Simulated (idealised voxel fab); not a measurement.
Proc. module: voxel transistor to metal
Square cell edge 5 nm, section width 140 nm, ID cut.
This document writes a cross-section as a grid whose cells are square, and gives it as bands, listed from the top down; one or more rows of cells form a band. Per band: top height and bottom height in nm, followed by the left-to-right materials and their widths in nm; "all across" marks a single material spanning edge to edge, "air" marks empty space. Measure heights from 0. That's the level where, below it, the as-received wafer is all one material. The lowest band is bottomless and extends downward; write it as in "0 nm and below". Width: "30->40" (first number = top row, second number = bottom row, same change from row to row of cells). "remains unaltered" for a step: no cell of the cross-section changed in that step. "Encapsulated voids" means: voids of 8 cells or more that are shut off from the top with no open way through. Written width x height at distance, distance from the left edge, in nm. On a step's line, text after the settings is the simulator commenting on that step. If you see "overlay nm" on a step's line and that step has a mask, it's telling you how far right of where it was planned the mask ended up; a negative number means it went left instead.

-- So here's the lineup of process steps we planned
1. RECEIVE (material Si)
2. CONFORMAL_DEP (material SiO2; thk nm 5)
3. CONFORMAL_DEP (material SiN; thk nm 10)
4. MASKED_ETCH (tone cover; mask id ACTIVE; width nm 110; etch materials SiN; depth nm 10; overlay nm 0)
5. MASKED_ETCH (tone cover; mask id ACTIVE; width nm 110; etch materials SiO2; depth nm 5; overlay nm 0)
6. MASKED_ETCH (tone cover; mask id ACTIVE; width nm 110; etch materials Si; depth nm 25; overlay nm 0)
7. FILL_DEP (material SiO2; thk nm 10)
8. CMP (height nm 15)
9. SELECTIVE_ETCH (etch materials SiO2; depth nm 5)
10. STRIP (etch materials SiN)
11. SELECTIVE_ETCH (etch materials SiO2; depth nm 5)
12. OXIDIZE (depth nm 5)
13. DIRECTIONAL_DEP (material polySi; thk nm 20)
14. DIRECTIONAL_DEP (material SiCN; thk nm 15)
15. PATTERN (tone cover; mask id GATE; material resist; width nm 20; thk nm 15; overlay nm 0)
16. DIRECTIONAL_ETCH (etch materials SiCN; depth nm 25)
17. DIRECTIONAL_ETCH (etch materials polySi; depth nm 30)
18. STRIP (etch materials resist)
19. CONFORMAL_DEP (material SiN; thk nm 5)
20. DIRECTIONAL_ETCH (etch materials SiN; depth nm 5)
21. DIRECTIONAL_ETCH (etch materials SiO2; depth nm 5)
22. DIRECTIONAL_ETCH (etch materials Si; depth nm 5)
23. EPI (material pSi; thk nm 5)
24. FILL_DEP (material SiO2; thk nm 10)
25. CMP (height nm 35)
26. DIRECTIONAL_DEP (material SiO2; thk nm 10)
27. DIRECTIONAL_DEP (material aC; thk nm 15)
28. PATTERN (tone open; mask id CONTACT; material resist; width nm 30; pitch nm 60; thk nm 35; overlay nm 0)
29. DIRECTIONAL_ETCH (etch materials aC; depth nm 15)
30. STRIP (etch materials resist)
31. DIRECTIONAL_ETCH (etch materials SiO2; depth nm 50)
32. STRIP (etch materials aC)
33. CONFORMAL_DEP (material TiN; thk nm 5)
34. FILL_DEP (material W; thk nm 5)
35. CMP (height nm 45)
36. DIRECTIONAL_DEP (material TiN; thk nm 5)
37. DIRECTIONAL_DEP (material W; thk nm 20)
38. MASKED_ETCH (tone cover; mask id METAL_1; width nm 15; pitch nm 75; etch materials W; depth nm 20; overlay nm 0)
39. MASKED_ETCH (tone cover; mask id METAL_1; width nm 15; pitch nm 75; etch materials TiN; depth nm 5; overlay nm 0)
40. CONFORMAL_DEP (material SiN; thk nm 5)
41. FILL_DEP (material SiO2; thk nm 5)
42. CMP (height nm 70)
43. CONFORMAL_DEP (material SiCN; thk nm 5)

-- Cross-section of the wafer as it came to us, i.e., already through step 1
	0 nm and below = Si all across
	Encapsulated voids: none

-- Cross-sectional view of the first of the two wafers upon completion of the module, processed in accordance with the plan
	75 nm to 70 nm = SiCN all across
	70 nm to 50 nm = 20 SiO2 / 5 SiN / 15 W / 5 SiN / 50 SiO2 / 5 SiN / 15 W / 5 SiN / 20 SiO2
	50 nm to 45 nm = 25 SiN / 15 TiN / 60 SiN / 15 TiN / 25 SiN
	45 nm to 35 nm = 25 SiO2 / 5 TiN / 20 W / 5 TiN / 30 SiO2 / 5 TiN / 20 W / 5 TiN / 25 SiO2
	35 nm to 20 nm = 25 SiO2 / 5 TiN / 20 W / 5 TiN / 5 SiN / 20 SiCN / 5 SiN / 5 TiN / 20 W / 5 TiN / 25 SiO2
	20 nm to 5 nm = 25 SiO2 / 5 TiN / 20 W / 5 TiN / 5 SiN / 20 polySi / 5 SiN / 5 TiN / 20 W / 5 TiN / 25 SiO2
	5 nm to 0 nm = 10 SiO2 / 5 SiN / 10 SiO2 / 5 TiN / 15 W / 10 TiN / 5 SiN / 20 polySi / 5 SiN / 10 TiN / 15 W / 5 TiN / 10 SiO2 / 5 SiN / 10 SiO2
	0 nm to -5 nm = 25 SiO2 / 25 TiN / 5 pSi / 30 SiO2 / 5 pSi / 25 TiN / 25 SiO2
	-5 nm to -10 nm = 15 SiO2 / 40 pSi / 30 Si / 40 pSi / 15 SiO2
	-10 nm to -25 nm = 15 SiO2 / 110 Si / 15 SiO2
	-25 nm and below = Si all across
	Encapsulated voids: none

-- second wafer at the end: like start, like plan, one mistake
	75 nm to 70 nm = SiCN all across
	70 nm to 50 nm = 20 SiO2 / 5 SiN / 15 W / 5 SiN / 50 SiO2 / 5 SiN / 15 W / 5 SiN / 20 SiO2
	50 nm to 45 nm = 25 SiN / 15 TiN / 60 SiN / 15 TiN / 25 SiN
	45 nm to 35 nm = 25 SiO2 / 5 TiN / 20 W / 5 TiN / 30 SiO2 / 5 TiN / 20 W / 5 TiN / 25 SiO2
	35 nm to 20 nm = 25 SiO2 / 5 TiN / 20 W / 5 TiN / 5 SiN / 20 SiCN / 5 SiN / 5 TiN / 20 W / 5 TiN / 25 SiO2
	20 nm to 5 nm = 25 SiO2 / 5 TiN / 20 W / 5 TiN / 5 SiN / 20 polySi / 5 SiN / 5 TiN / 20 W / 5 TiN / 25 SiO2
	5 nm to 0 nm = 10 SiO2 / 5 SiN / 10 SiO2 / 5 TiN / 15 W / 10 TiN / 5 SiN / 20 polySi / 5 SiN / 10 TiN / 15 W / 5 TiN / 10 SiO2 / 5 SiN / 10 SiO2
	0 nm to -5 nm = 10 SiO2 / 5 SiN / 10 SiO2 / 25 TiN / 5 pSi / 30 SiO2 / 5 pSi / 25 TiN / 10 SiO2 / 5 SiN / 10 SiO2
	-5 nm to -10 nm = 20 SiO2 / 35 pSi / 30 Si / 35 pSi / 20 SiO2
	-10 nm to -25 nm = 15 SiO2 / 110 Si / 15 SiO2
	-25 nm and below = Si all across
	Encapsulated voids: none
Against the plan, the run slipped here: with respect to the plan, step 2 was omitted and not executed
Upon completion, the second wafer contains, in terms of cells, a greater or smaller amount of certain materials than the first wafer: SiN +2 | pSi -2
